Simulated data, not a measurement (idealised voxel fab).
Process module, titled voxel spacer lines
cross-section cut | 260 nm wide | cells 5 nm
Notation: cross-section as square-cell grid; stated in bands, top first, going down; one or more cell rows per band.
Band entry format. Leading values: height of top, height of bottom, nm. Remainder: materials in left-to-right order, each with its width in nm. Special words: "throughout" on a single material, which then fills the band edge to edge; "empty", empty space.
Beneath 0, the wafer as received is one material, and that level is where height counting begins. The lowest band goes on downward without a bottom; it is written like "z 0 and below".
Top row gets the first number, bottom row gets the second, and each row in between changes by the same step: that is how a band width like "30..40" works.
"no modifications" -> step changed no cross-section cell.
This entry, "Fully sealed voids", enumerates those empty regions of no fewer than 8 cells that possess no open connection to the top. Each region is reported in the form width x height at distance, the distance being taken from the left edge, with all three quantities expressed in nm.
That trailing text on a step's line, after the settings, is the simulator's own remark on the step.
overlay nm: mask offset rightward from planned place, masked step; negative means leftward offset.
Below you will find pairs of cross-sections. In each, one shows the wafer before one process step and the other after it, with the after view ending at the lowest band that changed. Under each pair is the step separating them, along with its settings. Do not assume the pairs form a chain: they can come from different runs of this module on the same starting wafer, and a pair continues from the pair above it only when its "State on entry" entry says so.
# State on entry
* z 0 and below  Si throughout
* Fully sealed voids: none
# Resulting Cross-Section
* z 5 to 0  SiO2 throughout
* Under the height 0 nothing was changed.
* Fully sealed voids: none
Between the two cross-sections shown above, the process step is CONFORMAL_DEP (material SiO2; thk nm 5)
State on entry: taken from the pair above, after panel.
# Resulting Cross-Section
* z 20 to 5  TiN throughout
* Under the height 5 nothing was changed.
* Fully sealed voids: none
Between the two cross-sections shown above, the process step is DIRECTIONAL_DEP (material TiN; thk nm 15)
State on entry: taken from the pair above, after panel.
# Resulting Cross-Section
* z 45 to 20  aC throughout
* Under the height 20 nothing was changed.
* Fully sealed voids: none
Between the two cross-sections shown above, the process step is DIRECTIONAL_DEP (material aC; thk nm 25)
State on entry: taken from the pair above, after panel.
# Resulting Cross-Section
* z 80 to 45  empty: 35; resist: 25; empty: 55; resist: 25; empty: 55; resist: 25; empty: 40
* Under the height 45 nothing was changed.
* Fully sealed voids: none
Between the two cross-sections shown above, the process step is PATTERN (tone cover; mask id MANDREL; material resist; width nm 25; pitch nm 80; thk nm 35; overlay nm 0)
State on entry: taken from the pair above, after panel.
# Resulting Cross-Section
* z 55 to 45  empty: 35; resist: 25; empty: 55; resist: 25; empty: 55; resist: 25; empty: 40
* z 45 to 20  empty: 35; aC: 25; empty: 55; aC: 25; empty: 55; aC: 25; empty: 40
* Under the height 20 nothing was changed.
* Fully sealed voids: none
Between the two cross-sections shown above, the process step is DIRECTIONAL_ETCH (etch materials aC; depth nm 25)
State on entry: taken from the pair above, after panel.
# Resulting Cross-Section
* z 45 to 20  empty: 35; aC: 25; empty: 55; aC: 25; empty: 55; aC: 25; empty: 40
* Under the height 20 nothing was changed.
* Fully sealed voids: none
Between the two cross-sections shown above, the process step is STRIP (etch materials resist)
State on entry: taken from the pair above, after panel.
# Resulting Cross-Section
* z 60 to 45  empty: 20; SiN: 55; empty: 25; SiN: 55; empty: 25; SiN: 55; empty: 25
* z 45 to 35  empty: 20; SiN: 15; aC: 25; SiN: 15; empty: 25; SiN: 15; aC: 25; SiN: 15; empty: 25; SiN: 15; aC: 25; SiN: 15; empty: 25
* z 35 to 20  SiN: 35; aC: 25; SiN: 55; aC: 25; SiN: 55; aC: 25; SiN: 40
* Under the height 20 nothing was changed.
* Fully sealed voids: none
Between the two cross-sections shown above, the process step is CONFORMAL_DEP (material SiN; thk nm 15)
State on entry: taken from the pair above, after panel.
# Resulting Cross-Section
* z 45 to 20  empty: 20; SiN: 15; aC: 25; SiN: 15; empty: 25; SiN: 15; aC: 25; SiN: 15; empty: 25; SiN: 15; aC: 25; SiN: 15; empty: 25
* Under the height 20 nothing was changed.
* Fully sealed voids: none
Between the two cross-sections shown above, the process step is DIRECTIONAL_ETCH (etch materials SiN; depth nm 15)
State on entry: taken from the pair above, after panel.
# Resulting Cross-Section
* z 45 to 20  empty: 20; SiN: 15; empty: 25; SiN: 15; empty: 25; SiN: 15; empty: 25; SiN: 15; empty: 25; SiN: 15; empty: 25; SiN: 15; empty: 25
* Under the height 20 nothing was changed.
* Fully sealed voids: none
Between the two cross-sections shown above, the process step is STRIP (etch materials aC)
State on entry: taken from the pair above, after panel.
# Resulting Cross-Section
* z 45 to 20  empty: 20; SiN: 15; empty: 25; SiN: 15; empty: 25; SiN: 15; empty: 25; SiN: 15; empty: 25; SiN: 15; empty: 25; SiN: 15; empty: 25
* z 20 to 5  empty: 20; TiN: 15; empty: 25; TiN: 15; empty: 25; TiN: 15; empty: 25; TiN: 15; empty: 25; TiN: 15; empty: 25; TiN: 15; empty: 25
* Under the height 5 nothing was changed.
* Fully sealed voids: none
Between the two cross-sections shown above, the process step is DIRECTIONAL_ETCH (etch materials TiN; depth nm 15)
State on entry: taken from the pair above, after panel.
# Resulting Cross-Section
* z 20 to 5  empty: 20; TiN: 15; empty: 25; TiN: 15; empty: 25; TiN: 15; empty: 25; TiN: 15; empty: 25; TiN: 15; empty: 25; TiN: 15; empty: 25
* Under the height 5 nothing was changed.
* Fully sealed voids: none
Between the two cross-sections shown above, the process step is STRIP (etch materials SiN)
# State on entry
* z 0 and below  Si throughout
* Fully sealed voids: none
# Resulting Cross-Section
* z 15 to 0  TiN throughout
* Under the height 0 nothing was changed.
* Fully sealed voids: none
Between the two cross-sections shown above, the process step is DIRECTIONAL_DEP (material TiN; thk nm 15)
State on entry: taken from the pair above, after panel.
# Resulting Cross-Section
* z 40 to 15  aC throughout
* Under the height 15 nothing was changed.
* Fully sealed voids: none
Between the two cross-sections shown above, the process step is DIRECTIONAL_DEP (material aC; thk nm 25)
State on entry: taken from the pair above, after panel.
# Resulting Cross-Section
* z 75 to 40  empty: 35; resist: 25; empty: 55; resist: 25; empty: 55; resist: 25; empty: 40
* Under the height 40 nothing was changed.
* Fully sealed voids: none
Between the two cross-sections shown above, the process step is PATTERN (tone cover; mask id MANDREL; material resist; width nm 25; pitch nm 80; thk nm 35; overlay nm 0)
State on entry: taken from the pair above, after panel.
# Resulting Cross-Section
* z 50 to 40  empty: 35; resist: 25; empty: 55; resist: 25; empty: 55; resist: 25; empty: 40
* z 40 to 15  empty: 35; aC: 25; empty: 55; aC: 25; empty: 55; aC: 25; empty: 40
* Under the height 15 nothing was changed.
* Fully sealed voids: none
Between the two cross-sections shown above, the process step is DIRECTIONAL_ETCH (etch materials aC; depth nm 25)
State on entry: taken from the pair above, after panel.
# Resulting Cross-Section
* z 40 to 15  empty: 35; aC: 25; empty: 55; aC: 25; empty: 55; aC: 25; empty: 40
* Under the height 15 nothing was changed.
* Fully sealed voids: none
Between the two cross-sections shown above, the process step is STRIP (etch materials resist)
State on entry: taken from the pair above, after panel.
# Resulting Cross-Section
* z 55 to 40  empty: 20; SiN: 55; empty: 25; SiN: 55; empty: 25; SiN: 55; empty: 25
* z 40 to 30  empty: 20; SiN: 15; aC: 25; SiN: 15; empty: 25; SiN: 15; aC: 25; SiN: 15; empty: 25; SiN: 15; aC: 25; SiN: 15; empty: 25
* z 30 to 15  SiN: 35; aC: 25; SiN: 55; aC: 25; SiN: 55; aC: 25; SiN: 40
* Under the height 15 nothing was changed.
* Fully sealed voids: none
Between the two cross-sections shown above, the process step is CONFORMAL_DEP (material SiN; thk nm 15)
State on entry: taken from the pair above, after panel.
# Resulting Cross-Section
* z 40 to 15  empty: 20; SiN: 15; aC: 25; SiN: 15; empty: 25; SiN: 15; aC: 25; SiN: 15; empty: 25; SiN: 15; aC: 25; SiN: 15; empty: 25
* Under the height 15 nothing was changed.
* Fully sealed voids: none
Between the two cross-sections shown above, the process step is DIRECTIONAL_ETCH (etch materials SiN; depth nm 15)
State on entry: taken from the pair above, after panel.
# Resulting Cross-Section
* z 40 to 15  empty: 20; SiN: 15; empty: 25; SiN: 15; empty: 25; SiN: 15; empty: 25; SiN: 15; empty: 25; SiN: 15; empty: 25; SiN: 15; empty: 25
* Under the height 15 nothing was changed.
* Fully sealed voids: none
Between the two cross-sections shown above, the process step is STRIP (etch materials aC)
State on entry: taken from the pair above, after panel.
# Resulting Cross-Section
* z 40 to 15  empty: 20; SiN: 15; empty: 25; SiN: 15; empty: 25; SiN: 15; empty: 25; SiN: 15; empty: 25; SiN: 15; empty: 25; SiN: 15; empty: 25
* z 15 to 0  empty: 20; TiN: 15; empty: 25; TiN: 15; empty: 25; TiN: 15; empty: 25; TiN: 15; empty: 25; TiN: 15; empty: 25; TiN: 15; empty: 25
* Under the height 0 nothing was changed.
* Fully sealed voids: none
Between the two cross-sections shown above, the process step is DIRECTIONAL_ETCH (etch materials TiN; depth nm 15)
State on entry: taken from the pair above, after panel.
# Resulting Cross-Section
* z 15 to 0  empty: 20; TiN: 15; empty: 25; TiN: 15; empty: 25; TiN: 15; empty: 25; TiN: 15; empty: 25; TiN: 15; empty: 25; TiN: 15; empty: 25
* Under the height 0 nothing was changed.
* Fully sealed voids: none
Between the two cross-sections shown above, the process step is STRIP (etch materials SiN)
# State on entry
* z 20 to 5  TiN throughout
* z 5 to 0  SiO2 throughout
* z 0 and below  Si throughout
* Fully sealed voids: none
# Resulting Cross-Section
* z 35 to 5  TiN throughout
* Under the height 5 nothing was changed.
* Fully sealed voids: none
Between the two cross-sections shown above, the process step is DIRECTIONAL_DEP (material TiN; thk nm 15)
State on entry: taken from the pair above, after panel.
# Resulting Cross-Section
* z 60 to 35  aC throughout
* Under the height 35 nothing was changed.
* Fully sealed voids: none
Between the two cross-sections shown above, the process step is DIRECTIONAL_DEP (material aC; thk nm 25)
State on entry: taken from the pair above, after panel.
# Resulting Cross-Section
* z 95 to 60  empty: 35; resist: 25; empty: 55; resist: 25; empty: 55; resist: 25; empty: 40
* Under the height 60 nothing was changed.
* Fully sealed voids: none
Between the two cross-sections shown above, the process step is PATTERN (tone cover; mask id MANDREL; material resist; width nm 25; pitch nm 80; thk nm 35; overlay nm 0)
State on entry: taken from the pair above, after panel.
# Resulting Cross-Section
* z 70 to 60  empty: 35; resist: 25; empty: 55; resist: 25; empty: 55; resist: 25; empty: 40
* z 60 to 35  empty: 35; aC: 25; empty: 55; aC: 25; empty: 55; aC: 25; empty: 40
* Under the height 35 nothing was changed.
* Fully sealed voids: none
Between the two cross-sections shown above, the process step is DIRECTIONAL_ETCH (etch materials aC; depth nm 25)
State on entry: taken from the pair above, after panel.
# Resulting Cross-Section
* z 60 to 35  empty: 35; aC: 25; empty: 55; aC: 25; empty: 55; aC: 25; empty: 40
* Under the height 35 nothing was changed.
* Fully sealed voids: none
Between the two cross-sections shown above, the process step is STRIP (etch materials resist)
State on entry: taken from the pair above, after panel.
# Resulting Cross-Section
* z 75 to 60  empty: 20; SiN: 55; empty: 25; SiN: 55; empty: 25; SiN: 55; empty: 25
* z 60 to 50  empty: 20; SiN: 15; aC: 25; SiN: 15; empty: 25; SiN: 15; aC: 25; SiN: 15; empty: 25; SiN: 15; aC: 25; SiN: 15; empty: 25
* z 50 to 35  SiN: 35; aC: 25; SiN: 55; aC: 25; SiN: 55; aC: 25; SiN: 40
* Under the height 35 nothing was changed.
* Fully sealed voids: none
Between the two cross-sections shown above, the process step is CONFORMAL_DEP (material SiN; thk nm 15)
State on entry: taken from the pair above, after panel.
# Resulting Cross-Section
* z 60 to 35  empty: 20; SiN: 15; aC: 25; SiN: 15; empty: 25; SiN: 15; aC: 25; SiN: 15; empty: 25; SiN: 15; aC: 25; SiN: 15; empty: 25
* Under the height 35 nothing was changed.
* Fully sealed voids: none
Between the two cross-sections shown above, the process step is DIRECTIONAL_ETCH (etch materials SiN; depth nm 15)
State on entry: taken from the pair above, after panel.
# Resulting Cross-Section
* z 60 to 35  empty: 20; SiN: 15; empty: 25; SiN: 15; empty: 25; SiN: 15; empty: 25; SiN: 15; empty: 25; SiN: 15; empty: 25; SiN: 15; empty: 25
* Under the height 35 nothing was changed.
* Fully sealed voids: none
Between the two cross-sections shown above, the process step is STRIP (etch materials aC)
State on entry: taken from the pair above, after panel.
# Resulting Cross-Section
* z 60 to 35  empty: 20; SiN: 15; empty: 25; SiN: 15; empty: 25; SiN: 15; empty: 25; SiN: 15; empty: 25; SiN: 15; empty: 25; SiN: 15; empty: 25
* z 35 to 20  empty: 20; TiN: 15; empty: 25; TiN: 15; empty: 25; TiN: 15; empty: 25; TiN: 15; empty: 25; TiN: 15; empty: 25; TiN: 15; empty: 25
* Under the height 20 nothing was changed.
* Fully sealed voids: none
Between the two cross-sections shown above, the process step is DIRECTIONAL_ETCH (etch materials TiN; depth nm 15)
State on entry: taken from the pair above, after panel.
# Resulting Cross-Section
* z 35 to 20  empty: 20; TiN: 15; empty: 25; TiN: 15; empty: 25; TiN: 15; empty: 25; TiN: 15; empty: 25; TiN: 15; empty: 25; TiN: 15; empty: 25
* Under the height 20 nothing was changed.
* Fully sealed voids: none
Between the two cross-sections shown above, the process step is STRIP (etch materials SiN)
# State on entry
* z 15 to 0  TiN throughout
* z 0 and below  Si throughout
* Fully sealed voids: none
# Resulting Cross-Section
* z 20 to 15  SiO2 throughout
* Under the height 15 nothing was changed.
* Fully sealed voids: none
Between the two cross-sections shown above, the process step is CONFORMAL_DEP (material SiO2; thk nm 5)
State on entry: taken from the pair above, after panel.
# Resulting Cross-Section
* z 45 to 20  aC throughout
* Under the height 20 nothing was changed.
* Fully sealed voids: none
Between the two cross-sections shown above, the process step is DIRECTIONAL_DEP (material aC; thk nm 25)
State on entry: taken from the pair above, after panel.
# Resulting Cross-Section
* z 80 to 45  empty: 35; resist: 25; empty: 55; resist: 25; empty: 55; resist: 25; empty: 40
* Under the height 45 nothing was changed.
* Fully sealed voids: none
Between the two cross-sections shown above, the process step is PATTERN (tone cover; mask id MANDREL; material resist; width nm 25; pitch nm 80; thk nm 35; overlay nm 0)
State on entry: taken from the pair above, after panel.
# Resulting Cross-Section
* z 55 to 45  empty: 35; resist: 25; empty: 55; resist: 25; empty: 55; resist: 25; empty: 40
* z 45 to 20  empty: 35; aC: 25; empty: 55; aC: 25; empty: 55; aC: 25; empty: 40
* Under the height 20 nothing was changed.
* Fully sealed voids: none
Between the two cross-sections shown above, the process step is DIRECTIONAL_ETCH (etch materials aC; depth nm 25)
State on entry: taken from the pair above, after panel.
# Resulting Cross-Section
* z 45 to 20  empty: 35; aC: 25; empty: 55; aC: 25; empty: 55; aC: 25; empty: 40
* Under the height 20 nothing was changed.
* Fully sealed voids: none
Between the two cross-sections shown above, the process step is STRIP (etch materials resist)
State on entry: taken from the pair above, after panel.
# Resulting Cross-Section
* z 60 to 45  empty: 20; SiN: 55; empty: 25; SiN: 55; empty: 25; SiN: 55; empty: 25
* z 45 to 35  empty: 20; SiN: 15; aC: 25; SiN: 15; empty: 25; SiN: 15; aC: 25; SiN: 15; empty: 25; SiN: 15; aC: 25; SiN: 15; empty: 25
* z 35 to 20  SiN: 35; aC: 25; SiN: 55; aC: 25; SiN: 55; aC: 25; SiN: 40
* Under the height 20 nothing was changed.
* Fully sealed voids: none
Between the two cross-sections shown above, the process step is CONFORMAL_DEP (material SiN; thk nm 15)
State on entry: taken from the pair above, after panel.
# Resulting Cross-Section
* z 45 to 20  empty: 20; SiN: 15; aC: 25; SiN: 15; empty: 25; SiN: 15; aC: 25; SiN: 15; empty: 25; SiN: 15; aC: 25; SiN: 15; empty: 25
* Under the height 20 nothing was changed.
* Fully sealed voids: none
Between the two cross-sections shown above, the process step is DIRECTIONAL_ETCH (etch materials SiN; depth nm 15)
State on entry: taken from the pair above, after panel.
# Resulting Cross-Section
* z 45 to 20  empty: 20; SiN: 15; empty: 25; SiN: 15; empty: 25; SiN: 15; empty: 25; SiN: 15; empty: 25; SiN: 15; empty: 25; SiN: 15; empty: 25
* Under the height 20 nothing was changed.
* Fully sealed voids: none
Between the two cross-sections shown above, the process step is STRIP (etch materials aC)
State on entry: taken from the pair above, after panel.
# Resulting Cross-Section
* z 20 to 15  SiO2 throughout
* Under the height 15 nothing was changed.
* Fully sealed voids: none
Between the two cross-sections shown above, the process step is STRIP (etch materials SiN)
# State on entry
* z 45 to 20  empty: 20; SiN: 15; empty: 25; SiN: 15; empty: 25; SiN: 15; empty: 25; SiN: 15; empty: 25; SiN: 15; empty: 25; SiN: 15; empty: 25
* z 20 to 5  TiN throughout
* z 5 to 0  SiO2 throughout
* z 0 and below  Si throughout
* Fully sealed voids: none
# Resulting Cross-Section
* z 45 to 20  empty: 20; SiN: 15; empty: 25; SiN: 15; empty: 25; SiN: 15; empty: 25; SiN: 15; empty: 25; SiN: 15; empty: 25; SiN: 15; empty: 25
* z 20 to 10  empty: 20; TiN: 15; empty: 25; TiN: 15; empty: 25; TiN: 15; empty: 25; TiN: 15; empty: 25; TiN: 15; empty: 25; TiN: 15; empty: 25
* Under the height 10 nothing was changed.
* Fully sealed voids: none
Between the two cross-sections shown above, the process step is DIRECTIONAL_ETCH (etch materials TiN; depth nm 10)
State on entry: taken from the pair above, after panel.
# Resulting Cross-Section
* z 20 to 10  empty: 20; TiN: 15; empty: 25; TiN: 15; empty: 25; TiN: 15; empty: 25; TiN: 15; empty: 25; TiN: 15; empty: 25; TiN: 15; empty: 25
* Under the height 10 nothing was changed.
* Fully sealed voids: none
Between the two cross-sections shown above, the process step is STRIP (etch materials SiN)
# State on entry
* z 45 to 20  aC throughout
* z 20 to 5  TiN throughout
* z 5 to 0  SiO2 throughout
* z 0 and below  Si throughout
* Fully sealed voids: none
# Resulting Cross-Section
* z 80 to 45  empty: 40; resist: 20; empty: 60; resist: 20; empty: 60; resist: 20; empty: 40
* Under the height 45 nothing was changed.
* Fully sealed voids: none
Between the two cross-sections shown above, the process step is PATTERN (tone cover; mask id MANDREL; material resist; width nm 20; pitch nm 80; thk nm 35; overlay nm 0)
State on entry: taken from the pair above, after panel.
# Resulting Cross-Section
* z 55 to 45  empty: 40; resist: 20; empty: 60; resist: 20; empty: 60; resist: 20; empty: 40
* z 45 to 20  empty: 40; aC: 20; empty: 60; aC: 20; empty: 60; aC: 20; empty: 40
* Under the height 20 nothing was changed.
* Fully sealed voids: none
Between the two cross-sections shown above, the process step is DIRECTIONAL_ETCH (etch materials aC; depth nm 25)
State on entry: taken from the pair above, after panel.
# Resulting Cross-Section
* z 45 to 20  empty: 40; aC: 20; empty: 60; aC: 20; empty: 60; aC: 20; empty: 40
* Under the height 20 nothing was changed.
* Fully sealed voids: none
Between the two cross-sections shown above, the process step is STRIP (etch materials resist)
State on entry: taken from the pair above, after panel.
# Resulting Cross-Section
* z 60 to 45  empty: 25; SiN: 50; empty: 30; SiN: 50; empty: 30; SiN: 50; empty: 25
* z 45 to 35  empty: 25; SiN: 15; aC: 20; SiN: 15; empty: 30; SiN: 15; aC: 20; SiN: 15; empty: 30; SiN: 15; aC: 20; SiN: 15; empty: 25
* z 35 to 20  SiN: 40; aC: 20; SiN: 60; aC: 20; SiN: 60; aC: 20; SiN: 40
* Under the height 20 nothing was changed.
* Fully sealed voids: none
Between the two cross-sections shown above, the process step is CONFORMAL_DEP (material SiN; thk nm 15)
State on entry: taken from the pair above, after panel.
# Resulting Cross-Section
* z 45 to 20  empty: 25; SiN: 15; aC: 20; SiN: 15; empty: 30; SiN: 15; aC: 20; SiN: 15; empty: 30; SiN: 15; aC: 20; SiN: 15; empty: 25
* Under the height 20 nothing was changed.
* Fully sealed voids: none
Between the two cross-sections shown above, the process step is DIRECTIONAL_ETCH (etch materials SiN; depth nm 15)
State on entry: taken from the pair above, after panel.
# Resulting Cross-Section
* z 45 to 20  empty: 25; SiN: 15; empty: 20; SiN: 15; empty: 30; SiN: 15; empty: 20; SiN: 15; empty: 30; SiN: 15; empty: 20; SiN: 15; empty: 25
* Under the height 20 nothing was changed.
* Fully sealed voids: none
Between the two cross-sections shown above, the process step is STRIP (etch materials aC)
State on entry: taken from the pair above, after panel.
# Resulting Cross-Section
* z 45 to 20  empty: 25; SiN: 15; empty: 20; SiN: 15; empty: 30; SiN: 15; empty: 20; SiN: 15; empty: 30; SiN: 15; empty: 20; SiN: 15; empty: 25
* z 20 to 5  empty: 25; TiN: 15; empty: 20; TiN: 15; empty: 30; TiN: 15; empty: 20; TiN: 15; empty: 30; TiN: 15; empty: 20; TiN: 15; empty: 25
* Under the height 5 nothing was changed.
* Fully sealed voids: none
Between the two cross-sections shown above, the process step is DIRECTIONAL_ETCH (etch materials TiN; depth nm 15)
State on entry: taken from the pair above, after panel.
# Resulting Cross-Section
* z 20 to 5  empty: 25; TiN: 15; empty: 20; TiN: 15; empty: 30; TiN: 15; empty: 20; TiN: 15; empty: 30; TiN: 15; empty: 20; TiN: 15; empty: 25
* Under the height 5 nothing was changed.
* Fully sealed voids: none
Between the two cross-sections shown above, the process step is STRIP (etch materials SiN)
# State on entry
* z 45 to 20  aC throughout
* z 20 to 5  TiN throughout
* z 5 to 0  SiO2 throughout
* z 0 and below  Si throughout
* Fully sealed voids: none
# Resulting Cross-Section
* z 80 to 45  empty: 25; resist: 25; empty: 55; resist: 25; empty: 55; resist: 25; empty: 50
* Under the height 45 nothing was changed.
* Fully sealed voids: none
Between the two cross-sections shown above, the process step is PATTERN (tone cover; mask id MANDREL; material resist; width nm 25; pitch nm 80; thk nm 35; overlay nm -10)
State on entry: taken from the pair above, after panel.
# Resulting Cross-Section
* z 55 to 45  empty: 25; resist: 25; empty: 55; resist: 25; empty: 55; resist: 25; empty: 50
* z 45 to 20  empty: 25; aC: 25; empty: 55; aC: 25; empty: 55; aC: 25; empty: 50
* Under the height 20 nothing was changed.
* Fully sealed voids: none
Between the two cross-sections shown above, the process step is DIRECTIONAL_ETCH (etch materials aC; depth nm 25)
State on entry: taken from the pair above, after panel.
# Resulting Cross-Section
* z 45 to 20  empty: 25; aC: 25; empty: 55; aC: 25; empty: 55; aC: 25; empty: 50
* Under the height 20 nothing was changed.
* Fully sealed voids: none
Between the two cross-sections shown above, the process step is STRIP (etch materials resist)
State on entry: taken from the pair above, after panel.
# Resulting Cross-Section
* z 60 to 45  empty: 10; SiN: 55; empty: 25; SiN: 55; empty: 25; SiN: 55; empty: 35
* z 45 to 35  empty: 10; SiN: 15; aC: 25; SiN: 15; empty: 25; SiN: 15; aC: 25; SiN: 15; empty: 25; SiN: 15; aC: 25; SiN: 15; empty: 35
* z 35 to 20  SiN: 25; aC: 25; SiN: 55; aC: 25; SiN: 55; aC: 25; SiN: 50
* Under the height 20 nothing was changed.
* Fully sealed voids: none
Between the two cross-sections shown above, the process step is CONFORMAL_DEP (material SiN; thk nm 15)
State on entry: taken from the pair above, after panel.
# Resulting Cross-Section
* z 45 to 20  empty: 10; SiN: 15; aC: 25; SiN: 15; empty: 25; SiN: 15; aC: 25; SiN: 15; empty: 25; SiN: 15; aC: 25; SiN: 15; empty: 35
* Under the height 20 nothing was changed.
* Fully sealed voids: none
Between the two cross-sections shown above, the process step is DIRECTIONAL_ETCH (etch materials SiN; depth nm 15)
State on entry: taken from the pair above, after panel.
# Resulting Cross-Section
* z 45 to 20  empty: 10; SiN: 15; empty: 25; SiN: 15; empty: 25; SiN: 15; empty: 25; SiN: 15; empty: 25; SiN: 15; empty: 25; SiN: 15; empty: 35
* Under the height 20 nothing was changed.
* Fully sealed voids: none
Between the two cross-sections shown above, the process step is STRIP (etch materials aC)
State on entry: taken from the pair above, after panel.
# Resulting Cross-Section
* z 45 to 20  empty: 10; SiN: 15; empty: 25; SiN: 15; empty: 25; SiN: 15; empty: 25; SiN: 15; empty: 25; SiN: 15; empty: 25; SiN: 15; empty: 35
* z 20 to 5  empty: 10; TiN: 15; empty: 25; TiN: 15; empty: 25; TiN: 15; empty: 25; TiN: 15; empty: 25; TiN: 15; empty: 25; TiN: 15; empty: 35
* Under the height 5 nothing was changed.
* Fully sealed voids: none
Between the two cross-sections shown above, the process step is DIRECTIONAL_ETCH (etch materials TiN; depth nm 15)
State on entry: taken from the pair above, after panel.
# Resulting Cross-Section
* z 20 to 5  empty: 10; TiN: 15; empty: 25; TiN: 15; empty: 25; TiN: 15; empty: 25; TiN: 15; empty: 25; TiN: 15; empty: 25; TiN: 15; empty: 35
* Under the height 5 nothing was changed.
* Fully sealed voids: none
Between the two cross-sections shown above, the process step is STRIP (etch materials SiN)
# State on entry
* z 0 and below  Si throughout
* Fully sealed voids: none
# Resulting Cross-Section
* z 5 to 0  aC throughout
* Under the height 0 nothing was changed.
* Fully sealed voids: none
Between the two cross-sections shown above, the process step is CONFORMAL_DEP (material aC; thk nm 5)
State on entry: taken from the pair above, after panel.
# Resulting Cross-Section
* z 20 to 5  TiN throughout
* Under the height 5 nothing was changed.
* Fully sealed voids: none
Between the two cross-sections shown above, the process step is DIRECTIONAL_DEP (material TiN; thk nm 15)
State on entry: taken from the pair above, after panel.
# Resulting Cross-Section
* z 45 to 20  aC throughout
* Under the height 20 nothing was changed.
* Fully sealed voids: none
Between the two cross-sections shown above, the process step is DIRECTIONAL_DEP (material aC; thk nm 25)
State on entry: taken from the pair above, after panel.
# Resulting Cross-Section
* z 80 to 45  empty: 35; resist: 25; empty: 55; resist: 25; empty: 55; resist: 25; empty: 40
* Under the height 45 nothing was changed.
* Fully sealed voids: none
Between the two cross-sections shown above, the process step is PATTERN (tone cover; mask id MANDREL; material resist; width nm 25; pitch nm 80; thk nm 35; overlay nm 0)
State on entry: taken from the pair above, after panel.
# Resulting Cross-Section
* z 55 to 45  empty: 35; resist: 25; empty: 55; resist: 25; empty: 55; resist: 25; empty: 40
* z 45 to 20  empty: 35; aC: 25; empty: 55; aC: 25; empty: 55; aC: 25; empty: 40
* Under the height 20 nothing was changed.
* Fully sealed voids: none
Between the two cross-sections shown above, the process step is DIRECTIONAL_ETCH (etch materials aC; depth nm 25)
State on entry: taken from the pair above, after panel.
# Resulting Cross-Section
* z 45 to 20  empty: 35; aC: 25; empty: 55; aC: 25; empty: 55; aC: 25; empty: 40
* Under the height 20 nothing was changed.
* Fully sealed voids: none
Between the two cross-sections shown above, the process step is STRIP (etch materials resist)
State on entry: taken from the pair above, after panel.
# Resulting Cross-Section
* z 60 to 45  empty: 20; SiN: 55; empty: 25; SiN: 55; empty: 25; SiN: 55; empty: 25
* z 45 to 35  empty: 20; SiN: 15; aC: 25; SiN: 15; empty: 25; SiN: 15; aC: 25; SiN: 15; empty: 25; SiN: 15; aC: 25; SiN: 15; empty: 25
* z 35 to 20  SiN: 35; aC: 25; SiN: 55; aC: 25; SiN: 55; aC: 25; SiN: 40
* Under the height 20 nothing was changed.
* Fully sealed voids: none
Between the two cross-sections shown above, the process step is CONFORMAL_DEP (material SiN; thk nm 15)
State on entry: taken from the pair above, after panel.
# Resulting Cross-Section
* z 45 to 20  empty: 20; SiN: 15; aC: 25; SiN: 15; empty: 25; SiN: 15; aC: 25; SiN: 15; empty: 25; SiN: 15; aC: 25; SiN: 15; empty: 25
* Under the height 20 nothing was changed.
* Fully sealed voids: none
Between the two cross-sections shown above, the process step is DIRECTIONAL_ETCH (etch materials SiN; depth nm 15)
State on entry: taken from the pair above, after panel.
# Resulting Cross-Section
* z 45 to 20  empty: 20; SiN: 15; empty: 25; SiN: 15; empty: 25; SiN: 15; empty: 25; SiN: 15; empty: 25; SiN: 15; empty: 25; SiN: 15; empty: 25
* Under the height 20 nothing was changed.
* Fully sealed voids: none
Between the two cross-sections shown above, the process step is STRIP (etch materials aC)
State on entry: taken from the pair above, after panel.
# Resulting Cross-Section
* z 45 to 20  empty: 20; SiN: 15; empty: 25; SiN: 15; empty: 25; SiN: 15; empty: 25; SiN: 15; empty: 25; SiN: 15; empty: 25; SiN: 15; empty: 25
* z 20 to 5  empty: 20; TiN: 15; empty: 25; TiN: 15; empty: 25; TiN: 15; empty: 25; TiN: 15; empty: 25; TiN: 15; empty: 25; TiN: 15; empty: 25
* Under the height 5 nothing was changed.
* Fully sealed voids: none
Between the two cross-sections shown above, the process step is DIRECTIONAL_ETCH (etch materials TiN; depth nm 15)
State on entry: taken from the pair above, after panel.
# Resulting Cross-Section
* z 20 to 5  empty: 20; TiN: 15; empty: 25; TiN: 15; empty: 25; TiN: 15; empty: 25; TiN: 15; empty: 25; TiN: 15; empty: 25; TiN: 15; empty: 25
* Under the height 5 nothing was changed.
* Fully sealed voids: none
Between the two cross-sections shown above, the process step is STRIP (etch materials SiN)
# State on entry
* z 45 to 20  aC throughout
* z 20 to 5  TiN throughout
* z 5 to 0  SiO2 throughout
* z 0 and below  Si throughout
* Fully sealed voids: none
# Resulting Cross-Section
* z 80 to 45  resist: 35; empty: 25; resist: 55; empty: 25; resist: 55; empty: 25; resist: 40
* Under the height 45 nothing was changed.
* Fully sealed voids: none
Between the two cross-sections shown above, the process step is PATTERN (tone open; mask id MANDREL; material resist; width nm 25; pitch nm 80; thk nm 35; overlay nm 0)
State on entry: taken from the pair above, after panel.
# Resulting Cross-Section
* z 55 to 45  resist: 35; empty: 25; resist: 55; empty: 25; resist: 55; empty: 25; resist: 40
* z 45 to 20  aC: 35; empty: 25; aC: 55; empty: 25; aC: 55; empty: 25; aC: 40
* Under the height 20 nothing was changed.
* Fully sealed voids: none
Between the two cross-sections shown above, the process step is DIRECTIONAL_ETCH (etch materials aC; depth nm 25)
State on entry: taken from the pair above, after panel.
# Resulting Cross-Section
* z 45 to 20  aC: 35; empty: 25; aC: 55; empty: 25; aC: 55; empty: 25; aC: 40
* Under the height 20 nothing was changed.
* Fully sealed voids: none
Between the two cross-sections shown above, the process step is STRIP (etch materials resist)
State on entry: taken from the pair above, after panel.
# Resulting Cross-Section
* z 60 to 45  SiN throughout
* z 45 to 20  aC: 35; SiN: 25; aC: 55; SiN: 25; aC: 55; SiN: 25; aC: 40
* Under the height 20 nothing was changed.
* Fully sealed voids: none
Between the two cross-sections shown above, the process step is CONFORMAL_DEP (material SiN; thk nm 15)
State on entry: taken from the pair above, after panel.
# Resulting Cross-Section
* z 45 to 20  aC: 35; SiN: 25; aC: 55; SiN: 25; aC: 55; SiN: 25; aC: 40
* Under the height 20 nothing was changed.
* Fully sealed voids: none
Between the two cross-sections shown above, the process step is DIRECTIONAL_ETCH (etch materials SiN; depth nm 15)
State on entry: taken from the pair above, after panel.
# Resulting Cross-Section
* z 45 to 20  empty: 35; SiN: 25; empty: 55; SiN: 25; empty: 55; SiN: 25; empty: 40
* Under the height 20 nothing was changed.
* Fully sealed voids: none
Between the two cross-sections shown above, the process step is STRIP (etch materials aC)
